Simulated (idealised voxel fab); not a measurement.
The name of this process module is voxel tone inversion.
Cross-section cut spans 260 nm and uses square cells 5 nm in size.
Each cross-section below is a grid of square cells, stated as bands in top-down order, with one or more rows of cells making up each band. Band: top height; bottom height; in nm. Then, left to right: material with width in nm, for each material. "full width": a single material spanning edge to edge. "air": empty space. Ref level 0: as-received wafer is one material below here. Bottom band extends down with no lower bound ("0 and below"). A width such as "30..40" changes by the same amount from each row of cells to the next, from the band's top row to its bottom row. For the purposes of this document, the phrase "no change" attached to a step denotes that no cell within the cross-section was modified by that step. Enclosed voids (no open way to top), threshold 8 cells or more, entry "Trapped cavities", notation width x height at distance, distance from left edge, nm. Where a step's line continues beyond its settings, the continuation is a remark by the simulator itself on that step. overlay nm: step with mask; distance mask lay right of planned place; negative value = left of planned place.
### Listed below are the process steps as planned
- 1: RECEIVE with material Si
- 2: CONFORMAL_DEP with material SiN, thk nm 10
- 3: DIRECTIONAL_DEP with material aC, thk nm 25
- 4: PATTERN with tone cover, mask id POSTS, material resist, width nm 25, pitch nm 50, thk nm 30, overlay nm 0
- 5: DIRECTIONAL_ETCH with etch materials aC, depth nm 25
- 6: STRIP with etch materials resist
- 7: FILL_DEP with material SiO2, thk nm 5
- 8: CMP with height nm 35
- 9: STRIP with etch materials aC
### first wafer, as planned
### Cross-section of the incoming wafer, state after step 1
    0 and below | Si full width
    Trapped cavities: none
### After step 2, in cross-section
    10 down to 0 | SiN full width
    All layers under 0 are left as they were.
### After step 3, in cross-section
    35 down to 10 | aC full width
    All layers under 10 are left as they were.
### After step 4, in cross-section
    65 down to 35 | air 65, then resist 25, then air 25, then resist 25, then air 25, then resist 25, then air 70
    All layers under 35 are left as they were.
### After step 5, in cross-section
    40 down to 35 | air 65, then resist 25, then air 25, then resist 25, then air 25, then resist 25, then air 70
    35 down to 10 | air 65, then aC 25, then air 25, then aC 25, then air 25, then aC 25, then air 70
    All layers under 10 are left as they were.
### After step 6, in cross-section
    35 down to 10 | air 65, then aC 25, then air 25, then aC 25, then air 25, then aC 25, then air 70
    All layers under 10 are left as they were.
### After step 7, in cross-section
    40 down to 35 | SiO2 full width
    35 down to 10 | SiO2 65, then aC 25, then SiO2 25, then aC 25, then SiO2 25, then aC 25, then SiO2 70
    All layers under 10 are left as they were.
### After step 8, in cross-section
    35 down to 10 | SiO2 65, then aC 25, then SiO2 25, then aC 25, then SiO2 25, then aC 25, then SiO2 70
    All layers under 10 are left as they were.
### After step 9, in cross-section
    35 down to 10 | SiO2 65, then air 25, then SiO2 25, then air 25, then SiO2 25, then air 25, then SiO2 70
    All layers under 10 are left as they were.
### Notes, second wafer: start = first wafer's, plan = first wafer's, execution had one mistake; history identical to first through step 6
### Second wafer shown in cross-section at the time step 7 was slated to end
    45 down to 35 | SiO2 full width
    35 down to 10 | SiO2 65, then aC 25, then SiO2 25, then aC 25, then SiO2 25, then aC 25, then SiO2 70
    All layers under 10 are left as they were.
### Second wafer shown in cross-section at the time step 8 was slated to end
    35 down to 10 | SiO2 65, then aC 25, then SiO2 25, then aC 25, then SiO2 25, then aC 25, then SiO2 70
    All layers under 10 are left as they were.
### Second wafer shown in cross-section at the time step 9 was slated to end
    35 down to 10 | SiO2 65, then air 25, then SiO2 25, then air 25, then SiO2 25, then air 25, then SiO2 70
    All layers under 10 are left as they were.
Diagnosis: it should be noted that step 7 of the plan was executed twice
Since the two wafers finish with cross-sections that are the same, nothing this model computes is changed by the mistake.
